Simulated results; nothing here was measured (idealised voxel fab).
process module | voxel released beams
cross-section cut | 280 nm wide | cells 5 nm
A cross-section is a grid of square cells, given in bands from the top down. A band is one or more rows of cells.
Each band's line starts with the height of the band's top and of its bottom, in nm. Then come its materials from left to right, each with its width in nm. One material with "throughout" fills the band from edge to edge. "air" is empty space.
Height 0 is the level under which the wafer as received is all one material. The lowest band goes on downwards, as in "0 down".
A width such as "30 to 40" changes by the same amount from each row of cells to the next, from the band's top row to its bottom row.
"no change" after a step means that no cell of the cross-section changed.
closed voids: empty space of 8 cells or more with no open way to the top, each as width x height at its distance from the left edge, in nm
after a step's settings: what the simulator itself notes on the step
overlay nm, on a step with a mask: how far to the right of its planned place the mask lay; to the left if negative
plan
1 op RECEIVE | material Si
2 op CONFORMAL_DEP | material Al2O3 | thk nm 10
3 op DIRECTIONAL_DEP | material SiO2 | thk nm 15
4 op PATTERN | tone open | mask id ANCHOR | material resist | width nm 20 | thk nm 15 | overlay nm 0
5 op DIRECTIONAL_ETCH | etch materials SiO2 | depth nm 15
6 op STRIP | etch materials resist
7 op CONFORMAL_DEP | material SiN | thk nm 10
8 op PATTERN | tone cover | mask id BEAM | material resist | width nm 75 | thk nm 15 | overlay nm 0
9 op DIRECTIONAL_ETCH | etch materials SiN | depth nm 10
10 op STRIP | etch materials resist
11 op STRIP | etch materials SiO2
varied across the wafers: width nm of step 4. The plan shows the first wafer's value. All wafers start alike
first wafer as received, after step 1
  0 down: Si throughout
  closed voids: none
each wafer at the end: cells of each material gained (+) or lost (-) since it was received, then its closed voids
width nm 20 | +112 Al2O3 | +42 SiN | closed voids: none
width nm 25 | +112 Al2O3 | +42 SiN | closed voids: none
width nm 30 | +112 Al2O3 | +42 SiN | closed voids: none
width nm 35 | +112 Al2O3 | +42 SiN | closed voids: none
width nm 40 | +112 Al2O3 | +42 SiN | closed voids: none
width nm 45 | +112 Al2O3 | +42 SiN | closed voids: none
